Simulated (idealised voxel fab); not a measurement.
Herein follows the process module entitled voxel self aligned contacts.
The cross-section shown here is cut; it is 185 nm wide and divided into square cells measuring 5 nm on a side.
Notation: cross-section as square-cell grid; stated in bands, top first, going down; one or more cell rows per band.
Band entry format. Leading values: height of top, height of bottom, nm. Remainder: materials in left-to-right order, each with its width in nm. Special words: "all across" on a single material, which then fills the band edge to edge; "blank", empty space.
Where do heights start? At 0: under that level the wafer as delivered is made of one material only. And the lowest band has no floor; it just carries on downward, as in "z 0 and below".
Read "30 to 40" as a graded width: first number on top, second number at the bottom, same change between each pair of neighbouring rows.
Take "nothing got changed" at face value: in the step it is given for, the cross-section changed in none of its cells.
Each empty space that has no open way to the top and spans at least 8 cells appears under "Encapsulated voids" as width x height at distance, the distance counted from the left edge, all in nm.
Past the settings on a step's line: simulator remark, on that step.
A step's line can hold "overlay nm"; with a mask on that step, the setting says how far right of the planned place the mask lay, while a negative setting says it lay to the left.
SO HERE'S THE LINEUP OF PROCESS STEPS WE PLANNED
| 1 | RECEIVE [material Si] |
| 2 | CONFORMAL_DEP [material SiO2] [thk nm 5] |
| 3 | DIRECTIONAL_DEP [material polySi] [thk nm 25] |
| 4 | DIRECTIONAL_DEP [material SiN] [thk nm 20] |
| 5 | MASKED_ETCH [tone cover] [mask id GATE] [width nm 25] [pitch nm 55] [etch materials SiN] [depth nm 20] [overlay nm 0] |
| 6 | MASKED_ETCH [tone cover] [mask id GATE] [width nm 25] [pitch nm 55] [etch materials polySi] [depth nm 25] [overlay nm 0] |
| 7 | CONFORMAL_DEP [material SiN] [thk nm 5] |
| 8 | DIRECTIONAL_ETCH [etch materials SiN] [depth nm 5] |
| 9 | FILL_DEP [material SiO2] [thk nm 15] |
| 10 | CMP [height nm 60] |
| 11 | DIRECTIONAL_DEP [material aC] [thk nm 15] |
| 12 | PATTERN [tone open] [mask id CONTACT] [material resist] [width nm 40] [thk nm 35] [overlay nm 0] |
| 13 | DIRECTIONAL_ETCH [etch materials aC] [depth nm 15] |
| 14 | STRIP [etch materials resist] |
| 15 | DIRECTIONAL_ETCH [etch materials SiO2] [depth nm 60] |
| 16 | STRIP [etch materials aC] |
| 17 | CONFORMAL_DEP [material TiN] [thk nm 5] |
| 18 | FILL_DEP [material Ru] [thk nm 10] |
| 19 | CMP [height nm 60] |
| 20 | CONFORMAL_DEP [material SiCN] [thk nm 5] |
RUN AS PLANNED: FIRST OF TWO WAFERS
CROSS-SECTIONAL VIEW OF THE WAFER IN ITS AS-RECEIVED CONDITION, CORRESPONDING TO THE STATE AFTER STEP 1
    z 0 and below = Si all across
    Encapsulated voids: none
WAFER SECTION VIEW AFTER PROCESSING STEP 2
    z 5 to 0 = SiO2 all across
    All layers under 0 are left as they were.
WAFER SECTION VIEW AFTER PROCESSING STEP 3
    z 30 to 5 = polySi all across
    All layers under 5 are left as they were.
WAFER SECTION VIEW AFTER PROCESSING STEP 4
    z 50 to 30 = SiN all across
    All layers under 30 are left as they were.
WAFER SECTION VIEW AFTER PROCESSING STEP 5
    z 50 to 30 = 50 nm blank  25 nm SiN  30 nm blank  25 nm SiN  55 nm blank
    All layers under 30 are left as they were.
WAFER SECTION VIEW AFTER PROCESSING STEP 6
    z 50 to 30 = 50 nm blank  25 nm SiN  30 nm blank  25 nm SiN  55 nm blank
    z 30 to 5 = 50 nm blank  25 nm polySi  30 nm blank  25 nm polySi  55 nm blank
    All layers under 5 are left as they were.
WAFER SECTION VIEW AFTER PROCESSING STEP 7
    z 55 to 30 = 45 nm blank  35 nm SiN  20 nm blank  35 nm SiN  50 nm blank
    z 30 to 10 = 45 nm blank  5 nm SiN  25 nm polySi  5 nm SiN  20 nm blank  5 nm SiN  25 nm polySi  5 nm SiN  50 nm blank
    z 10 to 5 = 50 nm SiN  25 nm polySi  30 nm SiN  25 nm polySi  55 nm SiN
    All layers under 5 are left as they were.
WAFER SECTION VIEW AFTER PROCESSING STEP 8
    z 50 to 30 = 45 nm blank  35 nm SiN  20 nm blank  35 nm SiN  50 nm blank
    z 30 to 5 = 45 nm blank  5 nm SiN  25 nm polySi  5 nm SiN  20 nm blank  5 nm SiN  25 nm polySi  5 nm SiN  50 nm blank
    All layers under 5 are left as they were.
WAFER SECTION VIEW AFTER PROCESSING STEP 9
    z 65 to 50 = SiO2 all across
    z 50 to 30 = 45 nm SiO2  35 nm SiN  20 nm SiO2  35 nm SiN  50 nm SiO2
    z 30 to 5 = 45 nm SiO2  5 nm SiN  25 nm polySi  5 nm SiN  20 nm SiO2  5 nm SiN  25 nm polySi  5 nm SiN  50 nm SiO2
    All layers under 5 are left as they were.
WAFER SECTION VIEW AFTER PROCESSING STEP 10
    z 60 to 50 = SiO2 all across
    All layers under 50 are left as they were.
WAFER SECTION VIEW AFTER PROCESSING STEP 11
    z 75 to 60 = aC all across
    All layers under 60 are left as they were.
WAFER SECTION VIEW AFTER PROCESSING STEP 12
    z 110 to 75 = 70 nm resist  40 nm blank  75 nm resist
    All layers under 75 are left as they were.
WAFER SECTION VIEW AFTER PROCESSING STEP 13
    z 95 to 75 = 70 nm resist  40 nm blank  75 nm resist
    z 75 to 60 = 70 nm aC  40 nm blank  75 nm aC
    All layers under 60 are left as they were.
WAFER SECTION VIEW AFTER PROCESSING STEP 14
    z 75 to 60 = 70 nm aC  40 nm blank  75 nm aC
    All layers under 60 are left as they were.
WAFER SECTION VIEW AFTER PROCESSING STEP 15
    z 75 to 60 = 70 nm aC  40 nm blank  75 nm aC
    z 60 to 50 = 70 nm SiO2  40 nm blank  75 nm SiO2
    z 50 to 30 = 45 nm SiO2  35 nm SiN  20 nm blank  35 nm SiN  50 nm SiO2
    z 30 to 5 = 45 nm SiO2  5 nm SiN  25 nm polySi  5 nm SiN  20 nm blank  5 nm SiN  25 nm polySi  5 nm SiN  50 nm SiO2
    z 5 to 0 = 80 nm SiO2  20 nm blank  85 nm SiO2
    All layers under 0 are left as they were.
WAFER SECTION VIEW AFTER PROCESSING STEP 16
    z 60 to 50 = 70 nm SiO2  40 nm blank  75 nm SiO2
    All layers under 50 are left as they were.
WAFER SECTION VIEW AFTER PROCESSING STEP 17
    z 65 to 60 = 75 nm TiN  30 nm blank  80 nm TiN
    z 60 to 50 = 70 nm SiO2  5 to 15 nm TiN  30 to 10 nm blank  5 to 15 nm TiN  75 nm SiO2
    z 50 to 30 = 45 nm SiO2  35 nm SiN  5 nm TiN  10 nm blank  5 nm TiN  35 nm SiN  50 nm SiO2
    z 30 to 5 = 45 nm SiO2  5 nm SiN  25 nm polySi  5 nm SiN  5 nm TiN  10 nm blank  5 nm TiN  5 nm SiN  25 nm polySi  5 nm SiN  50 nm SiO2
    z 5 to 0 = 80 nm SiO2  20 nm TiN  85 nm SiO2
    All layers under 0 are left as they were.
WAFER SECTION VIEW AFTER PROCESSING STEP 18
    z 75 to 65 = Ru all across
    z 65 to 60 = 75 nm TiN  30 nm Ru  80 nm TiN
    z 60 to 50 = 70 nm SiO2  5 to 15 nm TiN  30 to 10 nm Ru  5 to 15 nm TiN  75 nm SiO2
    z 50 to 30 = 45 nm SiO2  35 nm SiN  5 nm TiN  10 nm Ru  5 nm TiN  35 nm SiN  50 nm SiO2
    z 30 to 5 = 45 nm SiO2  5 nm SiN  25 nm polySi  5 nm SiN  5 nm TiN  10 nm Ru  5 nm TiN  5 nm SiN  25 nm polySi  5 nm SiN  50 nm SiO2
    All layers under 5 are left as they were.
WAFER SECTION VIEW AFTER PROCESSING STEP 19
    z 60 to 50 = 70 nm SiO2  5 to 15 nm TiN  30 to 10 nm Ru  5 to 15 nm TiN  75 nm SiO2
    All layers under 50 are left as they were.
WAFER SECTION VIEW AFTER PROCESSING STEP 20
    z 65 to 60 = SiCN all across
    All layers under 60 are left as they were.
COMPANION WAFER, THE SECOND OF TWO: SAME BEGINNING, SAME INTENDED SEQUENCE, ONE MISTAKE IN CARRYING IT OUT; THROUGH STEP 4 INCLUSIVE IT TRACKS THE FIRST EXACTLY
SECOND WAFER, CUT VIEW, END OF STEP 5 PER PLAN
    z 50 to 30 = 55 nm blank  25 nm SiN  30 nm blank  25 nm SiN  50 nm blank
    All layers under 30 are left as they were.
SECOND WAFER, CUT VIEW, END OF STEP 6 PER PLAN
    z 50 to 30 = 55 nm blank  25 nm SiN  30 nm blank  25 nm SiN  50 nm blank
    z 30 to 5 = 50 nm blank  30 nm polySi  25 nm blank  30 nm polySi  50 nm blank
    All layers under 5 are left as they were.
SECOND WAFER, CUT VIEW, END OF STEP 7 PER PLAN
    z 55 to 35 = 50 nm blank  35 nm SiN  20 nm blank  35 nm SiN  45 nm blank
    z 35 to 30 = 45 nm blank  40 nm SiN  15 nm blank  40 nm SiN  45 nm blank
    z 30 to 10 = 45 nm blank  5 nm SiN  30 nm polySi  5 nm SiN  15 nm blank  5 nm SiN  30 nm polySi  5 nm SiN  45 nm blank
    z 10 to 5 = 50 nm SiN  30 nm polySi  25 nm SiN  30 nm polySi  50 nm SiN
    All layers under 5 are left as they were.
SECOND WAFER, CUT VIEW, END OF STEP 8 PER PLAN
    z 50 to 30 = 50 nm blank  35 nm SiN  20 nm blank  35 nm SiN  45 nm blank
    z 30 to 5 = 45 nm blank  5 nm SiN  30 nm polySi  5 nm SiN  15 nm blank  5 nm SiN  30 nm polySi  5 nm SiN  45 nm blank
    All layers under 5 are left as they were.
SECOND WAFER, CUT VIEW, END OF STEP 9 PER PLAN
    z 65 to 50 = SiO2 all across
    z 50 to 30 = 50 nm SiO2  35 nm SiN  20 nm SiO2  35 nm SiN  45 nm SiO2
    z 30 to 5 = 45 nm SiO2  5 nm SiN  30 nm polySi  5 nm SiN  15 nm SiO2  5 nm SiN  30 nm polySi  5 nm SiN  45 nm SiO2
    All layers under 5 are left as they were.
SECOND WAFER, CUT VIEW, END OF STEP 10 PER PLAN
    z 60 to 50 = SiO2 all across
    All layers under 50 are left as they were.
SECOND WAFER, CUT VIEW, END OF STEP 11 PER PLAN
    z 75 to 60 = aC all across
    All layers under 60 are left as they were.
SECOND WAFER, CUT VIEW, END OF STEP 12 PER PLAN
    z 110 to 75 = 70 nm resist  40 nm blank  75 nm resist
    All layers under 75 are left as they were.
SECOND WAFER, CUT VIEW, END OF STEP 13 PER PLAN
    z 95 to 75 = 70 nm resist  40 nm blank  75 nm resist
    z 75 to 60 = 70 nm aC  40 nm blank  75 nm aC
    All layers under 60 are left as they were.
SECOND WAFER, CUT VIEW, END OF STEP 14 PER PLAN
    z 75 to 60 = 70 nm aC  40 nm blank  75 nm aC
    All layers under 60 are left as they were.
SECOND WAFER, CUT VIEW, END OF STEP 15 PER PLAN
    z 75 to 60 = 70 nm aC  40 nm blank  75 nm aC
    z 60 to 50 = 70 nm SiO2  40 nm blank  75 nm SiO2
    z 50 to 30 = 50 nm SiO2  35 nm SiN  20 nm blank  35 nm SiN  45 nm SiO2
    z 30 to 5 = 45 nm SiO2  5 nm SiN  30 nm polySi  5 nm SiN  15 nm blank  5 nm SiN  30 nm polySi  5 nm SiN  45 nm SiO2
    z 5 to 0 = 85 nm SiO2  15 nm blank  85 nm SiO2
    All layers under 0 are left as they were.
SECOND WAFER, CUT VIEW, END OF STEP 16 PER PLAN
    z 60 to 50 = 70 nm SiO2  40 nm blank  75 nm SiO2
    All layers under 50 are left as they were.
SECOND WAFER, CUT VIEW, END OF STEP 17 PER PLAN
    z 65 to 60 = 75 nm TiN  30 nm blank  80 nm TiN
    z 60 to 50 = 70 nm SiO2  5 to 20 nm TiN  30 to 10 nm blank  5 to 10 nm TiN  75 nm SiO2
    z 50 to 35 = 50 nm SiO2  35 nm SiN  5 nm TiN  10 nm blank  5 nm TiN  35 nm SiN  45 nm SiO2
    z 35 to 30 = 50 nm SiO2  35 nm SiN  5 nm TiN  5 nm blank  10 nm TiN  35 nm SiN  45 nm SiO2
    z 30 to 5 = 45 nm SiO2  5 nm SiN  30 nm polySi  5 nm SiN  5 nm TiN  5 nm blank  5 nm TiN  5 nm SiN  30 nm polySi  5 nm SiN  45 nm SiO2
    z 5 to 0 = 85 nm SiO2  15 nm TiN  85 nm SiO2
    All layers under 0 are left as they were.
SECOND WAFER, CUT VIEW, END OF STEP 18 PER PLAN
    z 75 to 65 = Ru all across
    z 65 to 60 = 75 nm TiN  30 nm Ru  80 nm TiN
    z 60 to 50 = 70 nm SiO2  5 to 20 nm TiN  30 to 10 nm Ru  5 to 10 nm TiN  75 nm SiO2
    z 50 to 35 = 50 nm SiO2  35 nm SiN  5 nm TiN  10 nm Ru  5 nm TiN  35 nm SiN  45 nm SiO2
    z 35 to 30 = 50 nm SiO2  35 nm SiN  5 nm TiN  5 nm Ru  10 nm TiN  35 nm SiN  45 nm SiO2
    z 30 to 5 = 45 nm SiO2  5 nm SiN  30 nm polySi  5 nm SiN  5 nm TiN  5 nm Ru  5 nm TiN  5 nm SiN  30 nm polySi  5 nm SiN  45 nm SiO2
    All layers under 5 are left as they were.
SECOND WAFER, CUT VIEW, END OF STEP 19 PER PLAN
    z 60 to 50 = 70 nm SiO2  5 to 20 nm TiN  30 to 10 nm Ru  5 to 10 nm TiN  75 nm SiO2
    All layers under 50 are left as they were.
SECOND WAFER, CUT VIEW, END OF STEP 20 PER PLAN
    z 65 to 60 = SiCN all across
    All layers under 60 are left as they were.
what went wrong: contrary to plan, step 5 was performed as MASKED_ETCH [tone cover] [mask id GATE] [width nm 25] [pitch nm 55] [etch materials SiN] [depth nm 20] [overlay nm 5]
Counted in cells at the end, the second wafer holds more or fewer of these materials than the first: 6 fewer of Ru, 4 fewer of SiO2, 10 more of polySi
